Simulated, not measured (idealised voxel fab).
voxel plated lines: a process module
Xsec cut, 165 nm wide, square cell size 5 nm.
In what follows, cross-sections appear as grids of square cells, described through bands that run from the top down, where every band is one or more rows of cells.
Look at the band entry: it leads with the top's height and the bottom's height in nm. Then it lists the materials left to right, with a width in nm for each. The word "edge to edge" on a single material says that material fills the band edge to edge. The word "empty" is empty space.
Heights are expressed relative to 0, this being the level below which the as-received wafer comprises one material exclusively. The lowest band is unbounded in the downward direction and is denoted as in "0 and below".
Width "30..40": first value at the band's top row of cells, second value at its bottom row, equal change from row to row.
You'll sometimes find "nothing got changed" written for a step, and that's the way of saying that nowhere in the cross-section did a cell change during that step.
"Enclosed void inventory" - sealed voids, min. 8 cells, no opening to top; format: width x height at distance (distance from left edge; nm throughout).
The remark found on a step's line after its settings is issued by the simulator itself and pertains to that step.
overlay nm, on a step with a mask: how far to the right of its planned place the mask lay; to the left if negative

Below is the list of planned process steps:
1. RECEIVE | material Si
2. CONFORMAL_DEP | material Al2O3 | thk nm 10
3. DIRECTIONAL_DEP | material TiN | thk nm 5
4. PATTERN | tone open | mask id LINES | material resist | width nm 15 | pitch nm 40 | thk nm 35 | overlay nm 0
5. EPI | material Ru | thk nm 5
6. EPI | material Ru | thk nm 10
7. EPI | material Ru | thk nm 10
8. STRIP | etch materials resist
9. DIRECTIONAL_ETCH | etch materials TiN | depth nm 5
10. CONFORMAL_DEP | material SiO2 | thk nm 10

This is the cross-section of the wafer as we received it, i.e. after step 1:
	0 and below | Si edge to edge
	Enclosed void inventory: none

Post-module cross-section of the first of two wafers (run per plan):
	50 down to 40 | 25 empty / 35 SiO2 / 5 empty / 35 SiO2 / 5 empty / 35 SiO2 / 25 empty
	40 down to 20 | 25 empty / 10 SiO2 / 15 Ru / 10 SiO2 / 5 empty / 10 SiO2 / 15 Ru / 10 SiO2 / 5 empty / 10 SiO2 / 15 Ru / 10 SiO2 / 25 empty
	20 down to 15 | 35 SiO2 / 15 Ru / 25 SiO2 / 15 Ru / 25 SiO2 / 15 Ru / 35 SiO2
	15 down to 10 | 35 SiO2 / 15 TiN / 25 SiO2 / 15 TiN / 25 SiO2 / 15 TiN / 35 SiO2
	10 down to 0 | Al2O3 edge to edge
	0 and below | Si edge to edge
	Enclosed void inventory: none

Second wafer through the module, sectioned at the end: same beginning and same plan as the first wafer, with one mistake in carrying it out:
	60 down to 50 | 25 empty / 35 SiO2 / 5 empty / 35 SiO2 / 5 empty / 35 SiO2 / 25 empty
	50 down to 20 | 25 empty / 10 SiO2 / 15 Ru / 10 SiO2 / 5 empty / 10 SiO2 / 15 Ru / 10 SiO2 / 5 empty / 10 SiO2 / 15 Ru / 10 SiO2 / 25 empty
	20 down to 15 | 35 SiO2 / 15 Ru / 25 SiO2 / 15 Ru / 25 SiO2 / 15 Ru / 35 SiO2
	15 down to 10 | 35 SiO2 / 15 TiN / 25 SiO2 / 15 TiN / 25 SiO2 / 15 TiN / 35 SiO2
	10 down to 0 | Al2O3 edge to edge
	0 and below | Si edge to edge
	Enclosed void inventory: none
Nonconformance to the process plan: one of 6 and 7 got run twice; they're all identical, so no saying which
Wafer comparison, final, in cells, second relative to first, materials more or fewer: Ru +18, SiO2 +24
